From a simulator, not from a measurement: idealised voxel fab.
Documented hereafter: the process module known as voxel transistor to metal.
Section shown: cut. Width: 185 nm. Cell size: 5 nm, square.
Reading order for cross-sections: top band down to bottom band. Underlying form: a grid of square cells. Band size: one or more rows of cells. Top, bottom (nm), then materials left to right with widths (nm); lone material tagged "full width" fills the whole band edge to edge; "air" = empty space. Convention: height 0 is the level below which the wafer, as received, is all one material. The lowest band does not terminate at the bottom but continues downward, represented as "from 0 down". A width such as "30..40" changes by the same amount from each row of cells to the next, from the band's top row to its bottom row. "nothing changed", as given for a step, is the statement that not any cell of the cross-section underwent a change during that step. So "Enclosed void list" is basically the list of trapped voids: any empty space of 8 cells or more that can't reach the top through an opening. They're written width x height at distance, the distance being from the left edge, and it's all nm. It should be noted that, on the line of a given step, the content following the step's settings is a remark produced by the simulator itself with respect to that step. Among the settings permitted on a step's line is "overlay nm"; applied to a step with a mask, it specifies the extent to which the mask lay to the right of its planned position, whereas a negative figure signifies a position to the left.

## Planned step list for the process
1: RECEIVE: material Si
2: OXIDIZE: depth nm 5
3: CONFORMAL_DEP: material SiN, thk nm 10
4: DIRECTIONAL_DEP: material aC, thk nm 15
5: PATTERN: tone cover, mask id ACTIVE, material resist, width nm 110, thk nm 30, overlay nm 0
6: DIRECTIONAL_ETCH: etch materials aC, depth nm 15
7: STRIP: etch materials resist
8: DIRECTIONAL_ETCH: etch materials SiN, depth nm 10
9: DIRECTIONAL_ETCH: etch materials SiO2, depth nm 5
10: DIRECTIONAL_ETCH: etch materials Si, depth nm 30
11: STRIP: etch materials aC
12: FILL_DEP: material SiO2, thk nm 15
13: CMP: height nm 10
14: SELECTIVE_ETCH: etch materials SiO2, depth nm 10
15: STRIP: etch materials SiN
16: SELECTIVE_ETCH: etch materials SiO2, depth nm 5
17: OXIDIZE: depth nm 5
18: DIRECTIONAL_DEP: material polySi, thk nm 20
19: DIRECTIONAL_DEP: material SiCN, thk nm 10
20: MASKED_ETCH: tone cover, mask id GATE, width nm 30, etch materials SiCN, depth nm 20, overlay nm 0
21: MASKED_ETCH: tone cover, mask id GATE, width nm 30, etch materials polySi, depth nm 30, overlay nm 0
22: CONFORMAL_DEP: material SiO2, thk nm 5
23: DIRECTIONAL_ETCH: etch materials SiO2, depth nm 5
24: CONFORMAL_DEP: material SiN, thk nm 5
25: DIRECTIONAL_ETCH: etch materials SiN, depth nm 5
26: DIRECTIONAL_ETCH: etch materials SiO2, depth nm 5
27: DIRECTIONAL_ETCH: etch materials Si, depth nm 10
28: EPI: material nSi, thk nm 15
29: FILL_DEP: material SiO2, thk nm 5
30: CMP: height nm 15
31: STRIP: etch materials polySi
32: SELECTIVE_ETCH: etch materials SiO2, depth nm 5
33: CONFORMAL_DEP: material HfO2, thk nm 5
34: CONFORMAL_DEP: material TiN, thk nm 5
35: FILL_DEP: material W, thk nm 10
36: CMP: height nm 10
37: DIRECTIONAL_DEP: material SiO2, thk nm 10
38: DIRECTIONAL_DEP: material aC, thk nm 10
39: PATTERN: tone open, mask id CONTACT, material resist, width nm 15, pitch nm 75, thk nm 30, overlay nm 0
40: DIRECTIONAL_ETCH: etch materials aC, depth nm 10
41: STRIP: etch materials resist
42: DIRECTIONAL_ETCH: etch materials SiO2, depth nm 25
43: STRIP: etch materials aC
44: CONFORMAL_DEP: material TiN, thk nm 5
45: FILL_DEP: material Ru, thk nm 10
46: CMP: height nm 20
47: CONFORMAL_DEP: material SiN, thk nm 5
48: DIRECTIONAL_DEP: material lowk, thk nm 25
49: MASKED_ETCH: tone open, mask id METAL_1, width nm 15, pitch nm 75, etch materials lowk, depth nm 25, overlay nm 0
50: MASKED_ETCH: tone open, mask id METAL_1, width nm 15, pitch nm 75, etch materials SiN, depth nm 5, overlay nm -15
51: CONFORMAL_DEP: material TiN, thk nm 5
52: FILL_DEP: material Ru, thk nm 10
53: CMP: height nm 50
54: EPI: material Ru, thk nm 5
55: FILL_DEP: material SiCN, thk nm 5
56: DIRECTIONAL_DEP: material lowk, thk nm 30
57: PATTERN: tone open, mask id METAL_2, material resist, width nm 15, pitch nm 75, thk nm 15, overlay nm 0
58: DIRECTIONAL_ETCH: etch materials lowk, depth nm 20
59: STRIP: etch materials resist
60: MASKED_ETCH: tone open, mask id METAL_2_HOLES, width nm 15, pitch nm 75, etch materials lowk, depth nm 10, overlay nm 0
61: MASKED_ETCH: tone open, mask id METAL_2_HOLES, width nm 15, pitch nm 75, etch materials SiCN, depth nm 5, overlay nm 0
62: CONFORMAL_DEP: material TiN, thk nm 5
63: FILL_DEP: material Cu, thk nm 10
64: CMP: height nm 90
65: CONFORMAL_DEP: material SiN, thk nm 5
Variable across wafers: step 50 overlay nm (plan value is that of the first wafer; starting state common to all).

## Cross-section of the first of several wafers as received (after step 1)
- from 0 down = Si full width
- Enclosed void list: none

## First wafer of several, cross-section, module end, after step 65 (last)
- from 95 to 90 = SiN full width
- from 90 to 60 = 45 nm lowk, then 5 nm TiN, then 5 nm Cu, then 5 nm TiN, then 60 nm lowk, then 5 nm TiN, then 5 nm Cu, then 5 nm TiN, then 50 nm lowk
- from 60 to 55 = 45 nm SiCN, then 15 nm TiN, then 60 nm SiCN, then 15 nm TiN, then 50 nm SiCN
- from 55 to 50 = 40 nm SiCN, then 25 nm Ru, then 50 nm SiCN, then 25 nm Ru, then 45 nm SiCN
- from 50 to 30 = 45 nm lowk, then 5 nm TiN, then 5 nm Ru, then 5 nm TiN, then 60 nm lowk, then 5 nm TiN, then 5 nm Ru, then 5 nm TiN, then 50 nm lowk
- from 30 to 25 = 45 nm lowk, then 15 nm TiN, then 60 nm lowk, then 15 nm TiN, then 50 nm lowk
- from 25 to 20 = SiN full width
- from 20 to 10 = 45 nm SiO2, then 5 nm TiN, then 5 nm Ru, then 5 nm TiN, then 60 nm SiO2, then 5 nm TiN, then 5 nm Ru, then 5 nm TiN, then 50 nm SiO2
- from 10 to 5 = 45 nm SiO2, then 15 nm TiN, then 5 nm SiO2, then 5 nm SiN, then 5 nm HfO2, then 5 nm TiN, then 20 nm W, then 5 nm TiN, then 5 nm HfO2, then 5 nm SiN, then 5 nm SiO2, then 15 nm TiN, then 50 nm SiO2
- from 5 to 0 = 45 nm SiO2, then 5 nm TiN, then 15 nm nSi, then 5 nm SiN, then 5 nm HfO2, then 5 nm TiN, then 20 nm W, then 5 nm TiN, then 5 nm HfO2, then 5 nm SiN, then 15 nm nSi, then 5 nm TiN, then 50 nm SiO2
- from 0 to -5 = 45 nm SiO2, then 5 nm TiN, then 15 nm nSi, then 5 nm SiN, then 5 nm HfO2, then 30 nm TiN, then 5 nm HfO2, then 5 nm SiN, then 15 nm nSi, then 5 nm TiN, then 50 nm SiO2
- from -5 to -10 = 30 nm SiO2, then 35 nm nSi, then 5 nm SiO2, then 40 nm HfO2, then 5 nm SiO2, then 35 nm nSi, then 35 nm SiO2
- from -10 to -20 = 35 nm SiO2, then 30 nm nSi, then 50 nm Si, then 30 nm nSi, then 40 nm SiO2
- from -20 to -35 = 35 nm SiO2, then 110 nm Si, then 40 nm SiO2
- from -35 down = Si full width
- Enclosed void list: none

## Showing the last wafer in cross-section at the end of the module
- from 95 to 90 = SiN full width
- from 90 to 60 = 45 nm lowk, then 5 nm TiN, then 5 nm Cu, then 5 nm TiN, then 60 nm lowk, then 5 nm TiN, then 5 nm Cu, then 5 nm TiN, then 50 nm lowk
- from 60 to 55 = 45 nm SiCN, then 15 nm TiN, then 60 nm SiCN, then 15 nm TiN, then 50 nm SiCN
- from 55 to 50 = 40 nm SiCN, then 25 nm Ru, then 50 nm SiCN, then 25 nm Ru, then 45 nm SiCN
- from 50 to 30 = 45 nm lowk, then 5 nm TiN, then 5 nm Ru, then 5 nm TiN, then 60 nm lowk, then 5 nm TiN, then 5 nm Ru, then 5 nm TiN, then 50 nm lowk
- from 30 to 25 = 45 nm lowk, then 15 nm TiN, then 60 nm lowk, then 15 nm TiN, then 50 nm lowk
- from 25 to 20 = SiN full width
- from 20 to 10 = 45 nm SiO2, then 5 nm TiN, then 5 nm Ru, then 5 nm TiN, then 60 nm SiO2, then 5 nm TiN, then 5 nm Ru, then 5 nm TiN, then 50 nm SiO2
- from 10 to 5 = 45 nm SiO2, then 15 nm TiN, then 5 nm SiO2, then 5 nm SiN, then 5 nm HfO2, then 5 nm TiN, then 20 nm W, then 5 nm TiN, then 5 nm HfO2, then 5 nm SiN, then 5 nm SiO2, then 15 nm TiN, then 50 nm SiO2
- from 5 to 0 = 45 nm SiO2, then 5 nm TiN, then 15 nm nSi, then 5 nm SiN, then 5 nm HfO2, then 5 nm TiN, then 20 nm W, then 5 nm TiN, then 5 nm HfO2, then 5 nm SiN, then 15 nm nSi, then 5 nm TiN, then 50 nm SiO2
- from 0 to -5 = 45 nm SiO2, then 5 nm TiN, then 15 nm nSi, then 5 nm SiN, then 5 nm HfO2, then 30 nm TiN, then 5 nm HfO2, then 5 nm SiN, then 15 nm nSi, then 5 nm TiN, then 50 nm SiO2
- from -5 to -10 = 30 nm SiO2, then 35 nm nSi, then 5 nm SiO2, then 40 nm HfO2, then 5 nm SiO2, then 35 nm nSi, then 35 nm SiO2
- from -10 to -20 = 35 nm SiO2, then 30 nm nSi, then 50 nm Si, then 30 nm nSi, then 40 nm SiO2
- from -20 to -35 = 35 nm SiO2, then 110 nm Si, then 40 nm SiO2
- from -35 down = Si full width
- Enclosed void list: none

## So in this table every wafer gets its own row, and what you see is where it stands at the end of the module: for each material, how many cells it picked up (+) or gave up (-) since we received it, and after that its closed voids
overlay nm -15 | +12 Cu | +14 HfO2 | +22 Ru | -173 Si | +58 SiCN | +80 SiN | +211 SiO2 | +80 TiN | +8 W | +341 lowk | +50 nSi | Enclosed void list: none
overlay nm -10 | +12 Cu | +14 HfO2 | +22 Ru | -173 Si | +58 SiCN | +78 SiN | +211 SiO2 | +82 TiN | +8 W | +341 lowk | +50 nSi | Enclosed void list: none
overlay nm -5 | +12 Cu | +14 HfO2 | +22 Ru | -173 Si | +58 SiCN | +76 SiN | +211 SiO2 | +84 TiN | +8 W | +341 lowk | +50 nSi | Enclosed void list: none
overlay nm 0 | +12 Cu | +14 HfO2 | +24 Ru | -173 Si | +58 SiCN | +74 SiN | +211 SiO2 | +84 TiN | +8 W | +341 lowk | +50 nSi | Enclosed void list: none
overlay nm 5 | +12 Cu | +14 HfO2 | +22 Ru | -173 Si | +58 SiCN | +76 SiN | +211 SiO2 | +84 TiN | +8 W | +341 lowk | +50 nSi | Enclosed void list: none
overlay nm 10 | +12 Cu | +14 HfO2 | +22 Ru | -173 Si | +58 SiCN | +78 SiN | +211 SiO2 | +82 TiN | +8 W | +341 lowk | +50 nSi | Enclosed void list: none
overlay nm 15 | +12 Cu | +14 HfO2 | +22 Ru | -173 Si | +58 SiCN | +80 SiN | +211 SiO2 | +80 TiN | +8 W | +341 lowk | +50 nSi | Enclosed void list: none
